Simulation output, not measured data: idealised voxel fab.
This section sets out a process module, namely voxel self aligned vias.
In the cross-section labelled cut, the width is 260 nm and each square cell is 5 nm.
Square cells in a grid make up a cross-section in this document, and the grid is given as bands, listed from the top down, each one or more rows of cells.
Basically the band line says how high the top is and how high the bottom is, in nm, and then what's in it from left to right, every material with its width in nm. Empty space shows up as "empty", and if a single material carries "throughout" it runs the full band edge to edge.
The level at which height equals 0 is the one under which the wafer, as it arrives, is entirely one material. No lower edge exists for the bottom band, which continues downward and is notated as in "0 down".
The expression "30 to 40" gives the width at the extremes of the band, the first number at its top row of cells and the second at its bottom row, with the width changing by equal amounts from each row to the next in between.
Any step labelled "stayed the same" changed none of the cells in the cross-section.
"Closed void inventory" contains a list of empty spaces, each no smaller than 8 cells and without an open way to the top, written in the form width x height at distance with the distance from the left edge and all three in nm.
Read whatever lies past the settings on a step's line as the simulator's own remark about the step.
"overlay nm", when on a step's line for a step with a mask, measures how far to the right of its planned place the mask lay; a negative measure means to the left.
List of planned process steps
step 1: RECEIVE: material Si
step 2: CONFORMAL_DEP: material SiO2, thk nm 10
step 3: CONFORMAL_DEP: material SiCN, thk nm 5
step 4: DIRECTIONAL_DEP: material lowk, thk nm 30
step 5: DIRECTIONAL_DEP: material aC, thk nm 15
step 6: PATTERN: tone open, mask id LINES, material resist, width nm 20, pitch nm 60, thk nm 30, overlay nm 0
step 7: DIRECTIONAL_ETCH: etch materials aC, depth nm 15
step 8: STRIP: etch materials resist
step 9: DIRECTIONAL_ETCH: etch materials lowk, depth nm 30
step 10: STRIP: etch materials aC
step 11: CONFORMAL_DEP: material TiN, thk nm 5
step 12: FILL_DEP: material Ru, thk nm 5
step 13: CMP: height nm 45
step 14: SELECTIVE_ETCH: etch materials W Ru TiN, depth nm 5
step 15: FILL_DEP: material SiN, thk nm 5
step 16: CMP: height nm 45
step 17: DIRECTIONAL_DEP: material lowk, thk nm 20
step 18: MASKED_ETCH: tone open, mask id VIAS, width nm 40, pitch nm 60, etch materials lowk, depth nm 20, overlay nm 0
step 19: MASKED_ETCH: tone open, mask id VIAS, width nm 40, pitch nm 60, etch materials SiN, depth nm 5, overlay nm 0
step 20: CONFORMAL_DEP: material TiN, thk nm 5
step 21: FILL_DEP: material W, thk nm 5
step 22: CMP: height nm 65
step 23: CONFORMAL_DEP: material SiN, thk nm 5
First wafer, two in total, run as planned
Wafer at receipt (post step 1), cross-section
- 0 down  Si throughout
- Closed void inventory: none
Wafer xsec, post step 2
- 10 to 0  SiO2 throughout
- Note: structure below 0 unchanged.
Wafer xsec, post step 3
- 15 to 10  SiCN throughout
- Note: structure below 10 unchanged.
Wafer xsec, post step 4
- 45 to 15  lowk throughout
- Note: structure below 15 unchanged.
Wafer xsec, post step 5
- 60 to 45  aC throughout
- Note: structure below 45 unchanged.
Wafer xsec, post step 6
- 90 to 60  resist 90, empty 20, resist 40, empty 20, resist 90
- Note: structure below 60 unchanged.
Wafer xsec, post step 7
- 75 to 60  resist 90, empty 20, resist 40, empty 20, resist 90
- 60 to 45  aC 90, empty 20, aC 40, empty 20, aC 90
- Note: structure below 45 unchanged.
Wafer xsec, post step 8
- 60 to 45  aC 90, empty 20, aC 40, empty 20, aC 90
- Note: structure below 45 unchanged.
Wafer xsec, post step 9
- 60 to 45  aC 90, empty 20, aC 40, empty 20, aC 90
- 45 to 15  lowk 90, empty 20, lowk 40, empty 20, lowk 90
- Note: structure below 15 unchanged.
Wafer xsec, post step 10
- 45 to 15  lowk 90, empty 20, lowk 40, empty 20, lowk 90
- Note: structure below 15 unchanged.
Wafer xsec, post step 11
- 50 to 45  TiN 95, empty 10, TiN 50, empty 10, TiN 95
- 45 to 20  lowk 90, TiN 5, empty 10, TiN 5, lowk 40, TiN 5, empty 10, TiN 5, lowk 90
- 20 to 15  lowk 90, TiN 20, lowk 40, TiN 20, lowk 90
- Note: structure below 15 unchanged.
Wafer xsec, post step 12
- 55 to 50  Ru throughout
- 50 to 45  TiN 95, Ru 10, TiN 50, Ru 10, TiN 95
- 45 to 20  lowk 90, TiN 5, Ru 10, TiN 5, lowk 40, TiN 5, Ru 10, TiN 5, lowk 90
- Note: structure below 20 unchanged.
Wafer xsec, post step 13
- 45 to 20  lowk 90, TiN 5, Ru 10, TiN 5, lowk 40, TiN 5, Ru 10, TiN 5, lowk 90
- Note: structure below 20 unchanged.
Wafer xsec, post step 14
- 45 to 40  lowk 90, empty 20, lowk 40, empty 20, lowk 90
- Note: structure below 40 unchanged.
Wafer xsec, post step 15
- 50 to 45  SiN throughout
- 45 to 40  lowk 90, SiN 20, lowk 40, SiN 20, lowk 90
- Note: structure below 40 unchanged.
Wafer xsec, post step 16
- 45 to 40  lowk 90, SiN 20, lowk 40, SiN 20, lowk 90
- Note: structure below 40 unchanged.
Wafer xsec, post step 17
- 65 to 45  lowk throughout
- Note: structure below 45 unchanged.
Wafer xsec, post step 18
- 65 to 45  lowk 80, empty 40, lowk 20, empty 40, lowk 80
- Note: structure below 45 unchanged.
Wafer xsec, post step 19
- 65 to 45  lowk 80, empty 40, lowk 20, empty 40, lowk 80
- 45 to 40  lowk 90, empty 20, lowk 40, empty 20, lowk 90
- Note: structure below 40 unchanged.
Wafer xsec, post step 20
- 70 to 65  TiN 85, empty 30, TiN 30, empty 30, TiN 85
- 65 to 50  lowk 80, TiN 5, empty 30, TiN 5, lowk 20, TiN 5, empty 30, TiN 5, lowk 80
- 50 to 45  lowk 80, TiN 15, empty 10, TiN 15, lowk 20, TiN 15, empty 10, TiN 15, lowk 80
- 45 to 40  lowk 90, TiN 20, lowk 40, TiN 20, lowk 90
- Note: structure below 40 unchanged.
Wafer xsec, post step 21
- 75 to 70  W throughout
- 70 to 65  TiN 85, W 30, TiN 30, W 30, TiN 85
- 65 to 50  lowk 80, TiN 5, W 30, TiN 5, lowk 20, TiN 5, W 30, TiN 5, lowk 80
- 50 to 45  lowk 80, TiN 15, W 10, TiN 15, lowk 20, TiN 15, W 10, TiN 15, lowk 80
- Note: structure below 45 unchanged.
Wafer xsec, post step 22
- 65 to 50  lowk 80, TiN 5, W 30, TiN 5, lowk 20, TiN 5, W 30, TiN 5, lowk 80
- Note: structure below 50 unchanged.
Wafer xsec, post step 23
- 70 to 65  SiN throughout
- Note: structure below 65 unchanged.
Second wafer - shared start and plan with the first - one error in running - same as the first up to step 5 inclusive
Second wafer, cut view, end of step 6 per plan
- 90 to 60  empty 90, resist 20, empty 40, resist 20, empty 90
- Note: structure below 60 unchanged.
Second wafer, cut view, end of step 7 per plan
- 75 to 60  empty 90, resist 20, empty 40, resist 20, empty 90
- 60 to 45  empty 90, aC 20, empty 40, aC 20, empty 90
- Note: structure below 45 unchanged.
Second wafer, cut view, end of step 8 per plan
- 60 to 45  empty 90, aC 20, empty 40, aC 20, empty 90
- Note: structure below 45 unchanged.
Second wafer, cut view, end of step 9 per plan
- 60 to 45  empty 90, aC 20, empty 40, aC 20, empty 90
- 45 to 15  empty 90, lowk 20, empty 40, lowk 20, empty 90
- Note: structure below 15 unchanged.
Second wafer, cut view, end of step 10 per plan
- 45 to 15  empty 90, lowk 20, empty 40, lowk 20, empty 90
- Note: structure below 15 unchanged.
Second wafer, cut view, end of step 11 per plan
- 50 to 45  empty 85, TiN 30, empty 30, TiN 30, empty 85
- 45 to 20  empty 85, TiN 5, lowk 20, TiN 5, empty 30, TiN 5, lowk 20, TiN 5, empty 85
- 20 to 15  TiN 90, lowk 20, TiN 40, lowk 20, TiN 90
- Note: structure below 15 unchanged.
Second wafer, cut view, end of step 12 per plan
- 55 to 50  Ru throughout
- 50 to 45  Ru 85, TiN 30, Ru 30, TiN 30, Ru 85
- 45 to 20  Ru 85, TiN 5, lowk 20, TiN 5, Ru 30, TiN 5, lowk 20, TiN 5, Ru 85
- Note: structure below 20 unchanged.
Second wafer, cut view, end of step 13 per plan
- 45 to 20  Ru 85, TiN 5, lowk 20, TiN 5, Ru 30, TiN 5, lowk 20, TiN 5, Ru 85
- Note: structure below 20 unchanged.
Second wafer, cut view, end of step 14 per plan
- 45 to 40  empty 90, lowk 20, empty 40, lowk 20, empty 90
- Note: structure below 40 unchanged.
Second wafer, cut view, end of step 15 per plan
- 50 to 45  SiN throughout
- 45 to 40  SiN 90, lowk 20, SiN 40, lowk 20, SiN 90
- Note: structure below 40 unchanged.
Second wafer, cut view, end of step 16 per plan
- 45 to 40  SiN 90, lowk 20, SiN 40, lowk 20, SiN 90
- Note: structure below 40 unchanged.
Second wafer, cut view, end of step 17 per plan
- 65 to 45  lowk throughout
- Note: structure below 45 unchanged.
Second wafer, cut view, end of step 18 per plan
- 65 to 45  lowk 80, empty 40, lowk 20, empty 40, lowk 80
- Note: structure below 45 unchanged.
Second wafer, cut view, end of step 19 per plan
- 65 to 45  lowk 80, empty 40, lowk 20, empty 40, lowk 80
- 45 to 40  SiN 80, empty 10, lowk 20, empty 10, SiN 20, empty 10, lowk 20, empty 10, SiN 80
- Note: structure below 40 unchanged.
Second wafer, cut view, end of step 20 per plan
- 70 to 65  TiN 85, empty 30, TiN 30, empty 30, TiN 85
- 65 to 50  lowk 80, TiN 5, empty 30, TiN 5, lowk 20, TiN 5, empty 30, TiN 5, lowk 80
- 50 to 45  lowk 80, TiN 40, lowk 20, TiN 40, lowk 80
- 45 to 40  SiN 80, TiN 10, lowk 20, TiN 10, SiN 20, TiN 10, lowk 20, TiN 10, SiN 80
- Note: structure below 40 unchanged.
Second wafer, cut view, end of step 21 per plan
- 75 to 70  W throughout
- 70 to 65  TiN 85, W 30, TiN 30, W 30, TiN 85
- 65 to 50  lowk 80, TiN 5, W 30, TiN 5, lowk 20, TiN 5, W 30, TiN 5, lowk 80
- Note: structure below 50 unchanged.
Second wafer, cut view, end of step 22 per plan
- 65 to 50  lowk 80, TiN 5, W 30, TiN 5, lowk 20, TiN 5, W 30, TiN 5, lowk 80
- Note: structure below 50 unchanged.
Second wafer, cut view, end of step 23 per plan
- 70 to 65  SiN throughout
- Note: structure below 65 unchanged.
Deviation noted in wafer processing: step 6: run off-plan, actual operation and settings PATTERN: tone cover, mask id LINES, material resist, width nm 20, pitch nm 60, thk nm 30, overlay nm 0
Upon completion, the second wafer contains, in terms of cells, a greater or smaller amount of certain materials than the first wafer: Ru: 144 more; SiN: 36 more; TiN: 40 more; W: 4 fewer; lowk: 216 fewer
